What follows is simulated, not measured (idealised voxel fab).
process module | voxel released beams
cross-section cut | 230 nm wide | cells 5 nm
A cross-section is a grid of square cells, given in bands from the top down. A band is one or more rows of cells.
Each band's line starts with the height of the band's top and of its bottom, in nm. Then come its materials from left to right, each with its width in nm. One material with "throughout" fills the band from edge to edge. "air" is empty space.
Height 0 is the level under which the wafer as received is all one material. The lowest band goes on downwards, as in "0 down".
A width such as "30 to 40" changes by the same amount from each row of cells to the next, from the band's top row to its bottom row.
"no change" after a step means that no cell of the cross-section changed.
closed voids: empty space of 8 cells or more with no open way to the top, each as width x height at its distance from the left edge, in nm
after a step's settings: what the simulator itself notes on the step
overlay nm, on a step with a mask: how far to the right of its planned place the mask lay; to the left if negative
plan
1 op RECEIVE | material Si
2 op CONFORMAL_DEP | material Al2O3 | thk nm 10
3 op DIRECTIONAL_DEP | material SiO2 | thk nm 15
4 op PATTERN | tone open | mask id ANCHOR | material resist | width nm 35 | thk nm 15 | overlay nm 0
5 op DIRECTIONAL_ETCH | etch materials SiO2 | depth nm 15
6 op STRIP | etch materials resist
7 op CONFORMAL_DEP | material polySi | thk nm 10
8 op DIRECTIONAL_DEP | material aC | thk nm 10
9 op PATTERN | tone cover | mask id BEAM | material resist | width nm 95 | thk nm 25 | overlay nm 0
10 op DIRECTIONAL_ETCH | etch materials aC | depth nm 10
11 op STRIP | etch materials resist
12 op DIRECTIONAL_ETCH | etch materials polySi | depth nm 10
13 op STRIP | etch materials aC
14 op STRIP | etch materials SiO2
as received, after step 1
  0 down: Si throughout
  closed voids: none
first wafer at the end, as planned
  35 to 25: air 65 | polySi 15 | air 15 | polySi 65 | air 70
  25 to 20: air 70 | polySi 10 | air 15 | polySi 10 | air 125
  20 to 10: air 70 | polySi 35 | air 125
  10 to 0: Al2O3 throughout
  0 down: Si throughout
  closed voids: none
second wafer at the end: like start, like plan, one mistake
  35 to 25: air 65 | polySi 95 | air 70
  25 to 10: polySi throughout
  10 to 0: Al2O3 throughout
  0 down: Si throughout
  closed voids: none
what went wrong: step 3 ran as: op DIRECTIONAL_DEP | material polySi | thk nm 15
at the end the second wafer has, in cells: 126 more of polySi
